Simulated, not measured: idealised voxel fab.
Process module under the name voxel trench capacitor
Pictured: cross-section cut, 255 nm wide, on a grid of 5 nm square cells.
Cross-section layout: square cells on a grid; listed as bands, top to bottom; a band spans one or more cell rows. Per band: top height and bottom height in nm, followed by the left-to-right materials and their widths in nm; "edge to edge" marks a single material spanning edge to edge, "air" marks empty space. Heights are measured from 0, the level below which the as-received wafer is all one material; the lowest band has no bottom and continues downward, written as in "z 0 and below". A two-number width, for instance "30 to 40", indicates that the width is equal to the first number in the top row of the band and to the second number in the bottom row, and that it changes by a constant amount per row of cells. Key: "no alteration" - step with no changed cell in the cross-section. Basically, "Enclosed void catalog" tells you about the enclosed voids: empty spaces with no open way to the top, 8 cells or bigger, each written width x height at distance, where distance is from the left edge, all in nm. On each step's line, the part that comes after the settings is the simulator's own comment on the step. overlay nm: how far to the right of its planned place the mask lay on this masked step (negative: to the left).

Process steps (planned)
1: op RECEIVE | material Si
2: op CONFORMAL_DEP | material SiN | thk nm 5
3: op DIRECTIONAL_DEP | material aC | thk nm 15
4: op PATTERN | tone open | mask id TRENCH | material resist | width nm 20 | pitch nm 45 | thk nm 30 | overlay nm 0
5: op DIRECTIONAL_ETCH | etch materials aC | depth nm 15
6: op STRIP | etch materials resist
7: op DIRECTIONAL_ETCH | etch materials SiN | depth nm 5
8: op DIRECTIONAL_ETCH | etch materials Si | depth nm 30
9: op STRIP | etch materials aC
10: op CONFORMAL_DEP | material Al2O3 | thk nm 5
11: op FILL_DEP | material polySi | thk nm 5
12: op CMP | height nm 5

Cross-section of the wafer as it came to us, i.e., already through step 1
> z 0 and below | Si edge to edge
> Enclosed void catalog: none

This is how the wafer looks in cross-section once the module is done, given the starting state and plan above and one mistake in carrying the plan out
> z -5 to -25 | Si (95), then Al2O3 (5), then polySi (10), then Al2O3 (5), then Si (25), then Al2O3 (5), then polySi (10), then Al2O3 (5), then Si (95)
> z -25 to -30 | Si (95), then Al2O3 (20), then Si (25), then Al2O3 (20), then Si (95)
> z -30 and below | Si edge to edge
> Enclosed void catalog: none
Misprocessing identified: step 12 changed vs plan, executed as op CMP | height nm -5
